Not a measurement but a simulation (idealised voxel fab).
process module | voxel gate over fins
cross-section cut | 190 nm wide | cells 5 nm
A cross-section is a grid of square cells, given in bands from the top down. A band is one or more rows of cells.
Each band's line starts with the height of the band's top and of its bottom, in nm. Then come its materials from left to right, each with its width in nm. One material with "throughout" fills the band from edge to edge. "air" is empty space.
Height 0 is the level under which the wafer as received is all one material. The lowest band goes on downwards, as in "0 down".
A width such as "30 to 40" changes by the same amount from each row of cells to the next, from the band's top row to its bottom row.
"no change" after a step means that no cell of the cross-section changed.
closed voids: empty space of 8 cells or more with no open way to the top, each as width x height at its distance from the left edge, in nm
after a step's settings: what the simulator itself notes on the step
overlay nm, on a step with a mask: how far to the right of its planned place the mask lay; to the left if negative
plan
1 op RECEIVE | material Si
2 op CONFORMAL_DEP | material SiN | thk nm 5
3 op MASKED_ETCH | tone cover | mask id FINS | width nm 15 | pitch nm 50 | etch materials SiN | depth nm 5 | overlay nm 0
4 op MASKED_ETCH | tone cover | mask id FINS | width nm 15 | pitch nm 50 | etch materials Si | depth nm 30 | overlay nm 0
5 op FILL_DEP | material SiO2 | thk nm 5
6 op CMP | height nm 5
7 op DIRECTIONAL_DEP | material aC | thk nm 15
8 op PATTERN | tone open | mask id RAIL | material resist | width nm 15 | thk nm 30 | overlay nm 0
9 op DIRECTIONAL_ETCH | etch materials aC | depth nm 15
10 op STRIP | etch materials resist
11 op DIRECTIONAL_ETCH | etch materials SiO2 | depth nm 30
12 op STRIP | etch materials aC
13 op CONFORMAL_DEP | material TiN | thk nm 5
14 op FILL_DEP | material W | thk nm 5
15 op CMP | height nm 5
16 op SELECTIVE_ETCH | etch materials W Ru TiN | depth nm 25
17 op FILL_DEP | material SiO2 | thk nm 5
18 op CMP | height nm 5
19 op SELECTIVE_ETCH | etch materials SiO2 | depth nm 15
20 op STRIP | etch materials SiN
21 op CONFORMAL_DEP | material HfO2 | thk nm 5
22 op CONFORMAL_DEP | material TiN | thk nm 5
23 op FILL_DEP | material W | thk nm 15
24 op CMP | height nm 20
25 op CONFORMAL_DEP | material SiCN | thk nm 5
first wafer, as planned
as received, after step 1
  0 down: Si throughout
  closed voids: none
after step 2
  5 to 0: SiN throughout
  below 0: unchanged
after step 3
  5 to 0: air 35 | SiN 15 | air 35 | SiN 15 | air 35 | SiN 15 | air 40
  below 0: unchanged
after step 4
  5 to 0: air 35 | SiN 15 | air 35 | SiN 15 | air 35 | SiN 15 | air 40
  0 to -30: air 35 | Si 15 | air 35 | Si 15 | air 35 | Si 15 | air 40
  below -30: unchanged
after step 5
  10 to 5: SiO2 throughout
  5 to 0: SiO2 35 | SiN 15 | SiO2 35 | SiN 15 | SiO2 35 | SiN 15 | SiO2 40
  0 to -30: SiO2 35 | Si 15 | SiO2 35 | Si 15 | SiO2 35 | Si 15 | SiO2 40
  below -30: unchanged
after step 6
  5 to 0: SiO2 35 | SiN 15 | SiO2 35 | SiN 15 | SiO2 35 | SiN 15 | SiO2 40
  below 0: unchanged
after step 7
  20 to 5: aC throughout
  below 5: unchanged
after step 8
  50 to 20: resist 60 | air 15 | resist 115
  below 20: unchanged
after step 9
  35 to 20: resist 60 | air 15 | resist 115
  20 to 5: aC 60 | air 15 | aC 115
  below 5: unchanged
after step 10
  20 to 5: aC 60 | air 15 | aC 115
  below 5: unchanged
after step 11
  20 to 5: aC 60 | air 15 | aC 115
  5 to 0: SiO2 35 | SiN 15 | SiO2 10 | air 15 | SiO2 10 | SiN 15 | SiO2 35 | SiN 15 | SiO2 40
  0 to -25: SiO2 35 | Si 15 | SiO2 10 | air 15 | SiO2 10 | Si 15 | SiO2 35 | Si 15 | SiO2 40
  below -25: unchanged
after step 12
  5 to 0: SiO2 35 | SiN 15 | SiO2 10 | air 15 | SiO2 10 | SiN 15 | SiO2 35 | SiN 15 | SiO2 40
  below 0: unchanged
after step 13
  10 to 5: TiN 65 | air 5 | TiN 120
  5 to 0: SiO2 35 | SiN 15 | SiO2 10 | TiN 5 | air 5 | TiN 5 | SiO2 10 | SiN 15 | SiO2 35 | SiN 15 | SiO2 40
  0 to -20: SiO2 35 | Si 15 | SiO2 10 | TiN 5 | air 5 | TiN 5 | SiO2 10 | Si 15 | SiO2 35 | Si 15 | SiO2 40
  -20 to -25: SiO2 35 | Si 15 | SiO2 10 | TiN 15 | SiO2 10 | Si 15 | SiO2 35 | Si 15 | SiO2 40
  below -25: unchanged
after step 14
  15 to 10: W throughout
  10 to 5: TiN 65 | W 5 | TiN 120
  5 to 0: SiO2 35 | SiN 15 | SiO2 10 | TiN 5 | W 5 | TiN 5 | SiO2 10 | SiN 15 | SiO2 35 | SiN 15 | SiO2 40
  0 to -20: SiO2 35 | Si 15 | SiO2 10 | TiN 5 | W 5 | TiN 5 | SiO2 10 | Si 15 | SiO2 35 | Si 15 | SiO2 40
  below -20: unchanged
after step 15
  5 to 0: SiO2 35 | SiN 15 | SiO2 10 | TiN 5 | W 5 | TiN 5 | SiO2 10 | SiN 15 | SiO2 35 | SiN 15 | SiO2 40
  below 0: unchanged
after step 16
  5 to 0: SiO2 35 | SiN 15 | SiO2 10 | air 15 | SiO2 10 | SiN 15 | SiO2 35 | SiN 15 | SiO2 40
  0 to -20: SiO2 35 | Si 15 | SiO2 10 | air 15 | SiO2 10 | Si 15 | SiO2 35 | Si 15 | SiO2 40
  below -20: unchanged
after step 17
  10 to 5: SiO2 throughout
  5 to 0: SiO2 35 | SiN 15 | SiO2 35 | SiN 15 | SiO2 35 | SiN 15 | SiO2 40
  0 to -20: SiO2 35 | Si 15 | SiO2 35 | Si 15 | SiO2 35 | Si 15 | SiO2 40
  below -20: unchanged
after step 18
  5 to 0: SiO2 35 | SiN 15 | SiO2 35 | SiN 15 | SiO2 35 | SiN 15 | SiO2 40
  below 0: unchanged
after step 19
  5 to 0: air 35 | SiN 15 | air 35 | SiN 15 | air 35 | SiN 15 | air 40
  0 to -10: air 35 | Si 15 | air 35 | Si 15 | air 35 | Si 15 | air 40
  below -10: unchanged
after step 20
  0 to -10: air 35 | Si 15 | air 35 | Si 15 | air 35 | Si 15 | air 40
  below -10: unchanged
after step 21
  5 to 0: air 30 | HfO2 25 | air 25 | HfO2 25 | air 25 | HfO2 25 | air 35
  0 to -5: air 30 | HfO2 5 | Si 15 | HfO2 5 | air 25 | HfO2 5 | Si 15 | HfO2 5 | air 25 | HfO2 5 | Si 15 | HfO2 5 | air 35
  -5 to -10: HfO2 35 | Si 15 | HfO2 35 | Si 15 | HfO2 35 | Si 15 | HfO2 40
  below -10: unchanged
after step 22
  10 to 5: air 25 | TiN 35 | air 15 | TiN 35 | air 15 | TiN 35 | air 30
  5 to 0: air 25 | TiN 5 | HfO2 25 | TiN 5 | air 15 | TiN 5 | HfO2 25 | TiN 5 | air 15 | TiN 5 | HfO2 25 | TiN 5 | air 30
  0 to -5: TiN 30 | HfO2 5 | Si 15 | HfO2 5 | TiN 25 | HfO2 5 | Si 15 | HfO2 5 | TiN 25 | HfO2 5 | Si 15 | HfO2 5 | TiN 35
  below -5: unchanged
after step 23
  25 to 10: W throughout
  10 to 5: W 25 | TiN 35 | W 15 | TiN 35 | W 15 | TiN 35 | W 30
  5 to 0: W 25 | TiN 5 | HfO2 25 | TiN 5 | W 15 | TiN 5 | HfO2 25 | TiN 5 | W 15 | TiN 5 | HfO2 25 | TiN 5 | W 30
  below 0: unchanged
after step 24
  20 to 10: W throughout
  below 10: unchanged
after step 25
  25 to 20: SiCN throughout
  below 20: unchanged
second wafer: like start, like plan, one mistake. Through step 20 it matches the first wafer
when step 21 should have ended: no change
when step 22 should have ended
  5 to 0: air 30 | TiN 25 | air 25 | TiN 25 | air 25 | TiN 25 | air 35
  0 to -5: air 30 | TiN 5 | Si 15 | TiN 5 | air 25 | TiN 5 | Si 15 | TiN 5 | air 25 | TiN 5 | Si 15 | TiN 5 | air 35
  -5 to -10: TiN 35 | Si 15 | TiN 35 | Si 15 | TiN 35 | Si 15 | TiN 40
  below -10: unchanged
when step 23 should have ended
  20 to 5: W throughout
  5 to 0: W 30 | TiN 25 | W 25 | TiN 25 | W 25 | TiN 25 | W 35
  0 to -5: W 30 | TiN 5 | Si 15 | TiN 5 | W 25 | TiN 5 | Si 15 | TiN 5 | W 25 | TiN 5 | Si 15 | TiN 5 | W 35
  below -5: unchanged
when step 24 should have ended: no change
when step 25 should have ended
  25 to 20: SiCN throughout
  below 20: unchanged
what went wrong: step 21 was left out
at the end the second wafer has, in cells: 50 fewer of HfO2 | 50 more of W
